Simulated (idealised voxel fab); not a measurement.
process module | voxel spacer lines
cross-section cut | 280 nm wide | cells 5 nm
A cross-section is a grid of square cells, given in bands from the top down. A band is one or more rows of cells.
Each band's line starts with the height of the band's top and of its bottom, in nm. Then come its materials from left to right, each with its width in nm. One material with "throughout" fills the band from edge to edge. "air" is empty space.
Height 0 is the level under which the wafer as received is all one material. The lowest band goes on downwards, as in "0 down".
A width such as "30 to 40" changes by the same amount from each row of cells to the next, from the band's top row to its bottom row.
"no change" after a step means that no cell of the cross-section changed.
closed voids: empty space of 8 cells or more with no open way to the top, each as width x height at its distance from the left edge, in nm
after a step's settings: what the simulator itself notes on the step
overlay nm, on a step with a mask: how far to the right of its planned place the mask lay; to the left if negative
plan
1 op RECEIVE | material Si
2 op CONFORMAL_DEP | material SiO2 | thk nm 5
3 op DIRECTIONAL_DEP | material TiN | thk nm 10
4 op DIRECTIONAL_DEP | material polySi | thk nm 25
5 op PATTERN | tone cover | mask id MANDREL | material resist | width nm 15 | pitch nm 50 | thk nm 30 | overlay nm 0
6 op DIRECTIONAL_ETCH | etch materials polySi | depth nm 25
7 op STRIP | etch materials resist
8 op CONFORMAL_DEP | material SiN | thk nm 10
9 op DIRECTIONAL_ETCH | etch materials SiN | depth nm 10
10 op STRIP | etch materials polySi
11 op DIRECTIONAL_ETCH | etch materials TiN | depth nm 10
12 op STRIP | etch materials SiN
first wafer, as planned
as received, after step 1
  0 down: Si throughout
  closed voids: none
after step 2
  5 to 0: SiO2 throughout
  below 0: unchanged
after step 3
  15 to 5: TiN throughout
  below 5: unchanged
after step 4
  40 to 15: polySi throughout
  below 15: unchanged
after step 5
  70 to 40: air 80 | resist 15 | air 35 | resist 15 | air 35 | resist 15 | air 85
  below 40: unchanged
after step 6
  70 to 40: air 80 | resist 15 | air 35 | resist 15 | air 35 | resist 15 | air 85
  40 to 15: air 80 | polySi 15 | air 35 | polySi 15 | air 35 | polySi 15 | air 85
  below 15: unchanged
after step 7
  40 to 15: air 80 | polySi 15 | air 35 | polySi 15 | air 35 | polySi 15 | air 85
  below 15: unchanged
after step 8
  50 to 40: air 70 | SiN 35 | air 15 | SiN 35 | air 15 | SiN 35 | air 75
  40 to 25: air 70 | SiN 10 | polySi 15 | SiN 10 | air 15 | SiN 10 | polySi 15 | SiN 10 | air 15 | SiN 10 | polySi 15 | SiN 10 | air 75
  25 to 15: SiN 80 | polySi 15 | SiN 35 | polySi 15 | SiN 35 | polySi 15 | SiN 85
  below 15: unchanged
after step 9
  40 to 15: air 70 | SiN 10 | polySi 15 | SiN 10 | air 15 | SiN 10 | polySi 15 | SiN 10 | air 15 | SiN 10 | polySi 15 | SiN 10 | air 75
  below 15: unchanged
after step 10
  40 to 15: air 70 | SiN 10 | air 15 | SiN 10 | air 15 | SiN 10 | air 15 | SiN 10 | air 15 | SiN 10 | air 15 | SiN 10 | air 75
  below 15: unchanged
after step 11
  40 to 15: air 70 | SiN 10 | air 15 | SiN 10 | air 15 | SiN 10 | air 15 | SiN 10 | air 15 | SiN 10 | air 15 | SiN 10 | air 75
  15 to 5: air 70 | TiN 10 | air 15 | TiN 10 | air 15 | TiN 10 | air 15 | TiN 10 | air 15 | TiN 10 | air 15 | TiN 10 | air 75
  below 5: unchanged
after step 12
  15 to 5: air 70 | TiN 10 | air 15 | TiN 10 | air 15 | TiN 10 | air 15 | TiN 10 | air 15 | TiN 10 | air 15 | TiN 10 | air 75
  below 5: unchanged
second wafer: like start, like plan, one mistake. Through step 4 it matches the first wafer
when step 5 should have ended
  70 to 40: resist 80 | air 15 | resist 35 | air 15 | resist 35 | air 15 | resist 85
  below 40: unchanged
when step 6 should have ended
  70 to 40: resist 80 | air 15 | resist 35 | air 15 | resist 35 | air 15 | resist 85
  40 to 15: polySi 80 | air 15 | polySi 35 | air 15 | polySi 35 | air 15 | polySi 85
  below 15: unchanged
when step 7 should have ended
  40 to 15: polySi 80 | air 15 | polySi 35 | air 15 | polySi 35 | air 15 | polySi 85
  below 15: unchanged
when step 8 should have ended
  50 to 40: SiN throughout
  40 to 15: polySi 80 | SiN 15 | polySi 35 | SiN 15 | polySi 35 | SiN 15 | polySi 85
  below 15: unchanged
when step 9 should have ended
  40 to 15: polySi 80 | SiN 15 | polySi 35 | SiN 15 | polySi 35 | SiN 15 | polySi 85
  below 15: unchanged
when step 10 should have ended
  40 to 15: air 80 | SiN 15 | air 35 | SiN 15 | air 35 | SiN 15 | air 85
  below 15: unchanged
when step 11 should have ended
  40 to 15: air 80 | SiN 15 | air 35 | SiN 15 | air 35 | SiN 15 | air 85
  15 to 5: air 80 | TiN 15 | air 35 | TiN 15 | air 35 | TiN 15 | air 85
  below 5: unchanged
when step 12 should have ended
  15 to 5: air 80 | TiN 15 | air 35 | TiN 15 | air 35 | TiN 15 | air 85
  below 5: unchanged
what went wrong: step 5 ran as: op PATTERN | tone open | mask id MANDREL | material resist | width nm 15 | pitch nm 50 | thk nm 30 | overlay nm 0
at the end the second wafer has, in cells: 6 fewer of TiN
